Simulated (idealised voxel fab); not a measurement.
The document below concerns the process module designated voxel tone inversion.
This is section cut - it's 260 nm across, gridded in 5 nm square cells.
Square cells in a grid make up a cross-section in this document, and the grid is given as bands, listed from the top down, each one or more rows of cells.
A band entry consists of two parts. The first gives the height of the band's top and the height of its bottom, in nm. The rest lists the band's materials from left to right, each with its width in nm. A single material labelled with the word "edge to edge" fills the band from edge to edge, and the word "air" marks empty space.
Height 0 is the level under which the wafer as received is all one material. The lowest band goes on downwards, as in "top 0, no bottom".
Width spec "30 to 40" -> top row of cells at first value, bottom row at second value, equal per-row change in between.
Basically "remained the same" means that step didn't change any cell in the cross-section.
Entry "Trapped void list". Content: empty spaces with no open connection to the top, size 8 cells or greater. Each: width x height at distance. Distance: from left edge. Unit: nm.
after a step's settings: what the simulator itself notes on the step
A step line may carry the setting "overlay nm", which, for steps involving a mask, states the distance by which the mask lay to the right of its intended position; negative values denote displacement to the left.
[List of planned process steps]
| 1 | RECEIVE | material Si |
| 2 | CONFORMAL_DEP | material SiCN | thk nm 10 |
| 3 | DIRECTIONAL_DEP | material aC | thk nm 20 |
| 4 | PATTERN | tone cover | mask id POSTS | material resist | width nm 20 | pitch nm 45 | thk nm 30 | overlay nm -15 |
| 5 | DIRECTIONAL_ETCH | etch materials aC | depth nm 20 |
| 6 | STRIP | etch materials resist |
| 7 | FILL_DEP | material lowk | thk nm 10 |
| 8 | CMP | height nm 30 |
| 9 | STRIP | etch materials aC |
| 10 | CONFORMAL_DEP | material TiN | thk nm 5 |
| 11 | FILL_DEP | material Cu | thk nm 5 |
| 12 | CMP | height nm 30 |
| 13 | CONFORMAL_DEP | material SiN | thk nm 5 |
The wafers are alike at the start. At step 4, their overlay nm differs. The plan lists the first wafer's value.
[As-received state after step 1, first of several wafers, cross-section]
- top 0, no bottom: Si edge to edge
- Trapped void list: none
[Once step 13, the last step, is complete, the module is at its end; this is the cross-section of the first of several wafers]
- top 35, bottom 30: SiN edge to edge
- top 30, bottom 15: lowk 60, TiN 5, Cu 10, TiN 5, lowk 25, TiN 5, Cu 10, TiN 5, lowk 25, TiN 5, Cu 10, TiN 5, lowk 90
- top 15, bottom 10: lowk 60, TiN 20, lowk 25, TiN 20, lowk 25, TiN 20, lowk 90
- top 10, bottom 0: SiCN edge to edge
- top 0, no bottom: Si edge to edge
- Trapped void list: none
[Cross-section at module completion, last wafer]
- top 35, bottom 30: SiN edge to edge
- top 30, bottom 15: lowk 90, TiN 5, Cu 10, TiN 5, lowk 25, TiN 5, Cu 10, TiN 5, lowk 25, TiN 5, Cu 10, TiN 5, lowk 60
- top 15, bottom 10: lowk 90, TiN 20, lowk 25, TiN 20, lowk 25, TiN 20, lowk 60
- top 10, bottom 0: SiCN edge to edge
- top 0, no bottom: Si edge to edge
- Trapped void list: none
[Heads up, this table goes wafer by wafer. A row tells you, at the end of the module, how many cells of each material that wafer has put on (+) or dropped (-) since it was received, and then its closed voids]
overlay nm -15 | +18 Cu | +104 SiCN | +52 SiN | +30 TiN | +160 lowk | Trapped void list: none
overlay nm -10 | +18 Cu | +104 SiCN | +52 SiN | +30 TiN | +160 lowk | Trapped void list: none
overlay nm -5 | +18 Cu | +104 SiCN | +52 SiN | +30 TiN | +160 lowk | Trapped void list: none
overlay nm 0 | +18 Cu | +104 SiCN | +52 SiN | +30 TiN | +160 lowk | Trapped void list: none
overlay nm 5 | +18 Cu | +104 SiCN | +52 SiN | +30 TiN | +160 lowk | Trapped void list: none
overlay nm 10 | +18 Cu | +104 SiCN | +52 SiN | +30 TiN | +160 lowk | Trapped void list: none
overlay nm 15 | +18 Cu | +104 SiCN | +52 SiN | +30 TiN | +160 lowk | Trapped void list: none
